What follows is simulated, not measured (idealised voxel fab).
process module | voxel lift off
The width of the displayed cross-section, cut, is 285 nm; its cells are square, with a size of 5 nm.
For the purposes of this document, a cross-section shall be understood as a grid of square cells, specified as bands listed in top-to-bottom order, each band consisting of one or more rows of cells.
Each band's line starts with the height of the band's top and of its bottom, in nm. Then come its materials from left to right, each with its width in nm. One material with "throughout" fills the band from edge to edge. "blank" is empty space.
Note: height 0 marks the level under which the wafer is uniformly one material as received. Lowest band unbounded below, written "0 nm and below".
Width "30..40": first value at the band's top row of cells, second value at its bottom row, equal change from row to row.
Step marked "no change"? Then no cell in the cross-section changed in it.
"Cavities, sealed" specifies each empty space that is not open to the top and that occupies no fewer than 8 cells, using the form width x height at distance, the distance measured from the left edge and all three quantities in nm.
Note: text after step settings on the step line = simulator remark on that step.
On any step carrying a mask, the "overlay nm" setting, if present on the step's line, tells how far right of its planned place the mask lay; negative values point to the left.

# The planned process steps are enumerated hereunder
- 1: RECEIVE: material Si
- 2: CONFORMAL_DEP: material Al2O3, thk nm 5
- 3: PATTERN: tone open, mask id LINES, material resist, width nm 15, pitch nm 40, thk nm 25, overlay nm 0
- 4: DIRECTIONAL_DEP: material Ru, thk nm 15
- 5: STRIP: etch materials resist
- 6: CONFORMAL_DEP: material SiN, thk nm 5

# Delivered wafer in cross-section: state after step 1
    0 nm and below = Si throughout
    Cavities, sealed: none

# Run as planned - first of the two wafers cross-sectioned at the end of the module
    25 nm to 20 nm = 70 nm blank / 25 nm SiN / 15 nm blank / 25 nm SiN / 15 nm blank / 25 nm SiN / 15 nm blank / 25 nm SiN / 70 nm blank
    20 nm to 10 nm = 70 nm blank / 5 nm SiN / 15 nm Ru / 5 nm SiN / 15 nm blank / 5 nm SiN / 15 nm Ru / 5 nm SiN / 15 nm blank / 5 nm SiN / 15 nm Ru / 5 nm SiN / 15 nm blank / 5 nm SiN / 15 nm Ru / 5 nm SiN / 70 nm blank
    10 nm to 5 nm = 75 nm SiN / 15 nm Ru / 25 nm SiN / 15 nm Ru / 25 nm SiN / 15 nm Ru / 25 nm SiN / 15 nm Ru / 75 nm SiN
    5 nm to 0 nm = Al2O3 throughout
    0 nm and below = Si throughout
    Cavities, sealed: none

# What the second wafer looks like in cross-section once the module is done. Its start and its plan matched the first wafer's exactly; what differed was one mistake in how it was run
    20 nm to 15 nm = 70 nm blank / 25 nm SiN / 15 nm blank / 25 nm SiN / 15 nm blank / 25 nm SiN / 15 nm blank / 25 nm SiN / 70 nm blank
    15 nm to 5 nm = 70 nm blank / 5 nm SiN / 15 nm Ru / 5 nm SiN / 15 nm blank / 5 nm SiN / 15 nm Ru / 5 nm SiN / 15 nm blank / 5 nm SiN / 15 nm Ru / 5 nm SiN / 15 nm blank / 5 nm SiN / 15 nm Ru / 5 nm SiN / 70 nm blank
    5 nm to 0 nm = 75 nm SiN / 15 nm Ru / 25 nm SiN / 15 nm Ru / 25 nm SiN / 15 nm Ru / 25 nm SiN / 15 nm Ru / 75 nm SiN
    0 nm and below = Si throughout
    Cavities, sealed: none
So what did we get wrong on this run? heads up, step 2 of the plan was skipped and never actually ran
At the finish, the second wafer shows more or fewer cells for some materials than the first does: Al2O3: 57 fewer
